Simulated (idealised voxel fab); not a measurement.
You're looking at the process module voxel lift off.
In the cross-section labelled cut, the width is 275 nm and each square cell is 5 nm.
A cross-section in this document is a grid of square cells, and it is written down as bands, the top band listed before the ones below it; a band is made up of one or more rows of cells.
In this notation a band is specified by the heights of its top and bottom, in that order and in nm, after which its materials appear from left to right, each paired with its width in nm. The word "everywhere" attached to a single material means that material fills the band from edge to edge; the word "empty" stands for empty space.
A quick word on heights: they are counted from 0, and under that level the wafer as it came to us is one material throughout. The lowest band is different from the rest in having no bottom; it simply continues downward, written as in "z 0 and below".
So if you see something like "30..40" for the width, read it as the top row of the band sitting at the first number and the bottom row at the second, with every row in between moving by the same amount as the last.
"remained unchanged" after a step means that no cell of the cross-section changed.
"Voids, fully enclosed" means: voids of 8 cells or more that are shut off from the top with no open way through. Written width x height at distance, distance from the left edge, in nm.
Step line, after settings: the simulator's comment on this step.
Among the settings permitted on a step's line is "overlay nm"; applied to a step with a mask, it specifies the extent to which the mask lay to the right of its planned position, whereas a negative figure signifies a position to the left.
Planned step list for the process:
1) op RECEIVE | material Si
2) op CONFORMAL_DEP | material Al2O3 | thk nm 15
3) op PATTERN | tone open | mask id LINES | material resist | width nm 30 | pitch nm 45 | thk nm 25 | overlay nm 0
4) op DIRECTIONAL_DEP | material Ru | thk nm 10
5) op STRIP | etch materials resist
6) op CONFORMAL_DEP | material SiN | thk nm 10
Below: the first of two wafers, run as planned:
Incoming wafer, cross-sectional view, post step 1:
  z 0 and below: Si everywhere
  Voids, fully enclosed: none
Wafer xsec, post step 2:
  z 15 to 0: Al2O3 everywhere
  For the remainder of the cross-section, below 0, there is no change.
Wafer xsec, post step 3:
  z 40 to 15: resist 75  empty 30  resist 15  empty 30  resist 15  empty 30  resist 80
  For the remainder of the cross-section, below 15, there is no change.
Wafer xsec, post step 4:
  z 50 to 40: Ru 75  empty 30  Ru 15  empty 30  Ru 15  empty 30  Ru 80
  z 40 to 25: resist 75  empty 30  resist 15  empty 30  resist 15  empty 30  resist 80
  z 25 to 15: resist 75  Ru 30  resist 15  Ru 30  resist 15  Ru 30  resist 80
  For the remainder of the cross-section, below 15, there is no change.
Wafer xsec, post step 5:
  z 25 to 15: empty 75  Ru 30  empty 15  Ru 30  empty 15  Ru 30  empty 80
  For the remainder of the cross-section, below 15, there is no change.
Wafer xsec, post step 6:
  z 35 to 25: empty 65  SiN 140  empty 70
  z 25 to 15: SiN 75  Ru 30  SiN 15  Ru 30  SiN 15  Ru 30  SiN 80
  For the remainder of the cross-section, below 15, there is no change.
For the second wafer, take the first wafer's start and plan, then add one mistake made in running it; everything through step 3, that step included, is shared with the first:
Cross-section: second wafer, time at which step 4 was scheduled to end: remained unchanged
Cross-section: second wafer, time at which step 5 was scheduled to end:
  z 15 to 0: Al2O3 everywhere
  For the remainder of the cross-section, below 0, there is no change.
Cross-section: second wafer, time at which step 6 was scheduled to end:
  z 25 to 15: SiN everywhere
  For the remainder of the cross-section, below 15, there is no change.
What was done differently from what was planned? step 4 of the plan was jumped over and never run
Wafer comparison, final, in cells, second relative to first, materials more or fewer: Ru: 36 fewer; SiN: 20 fewer
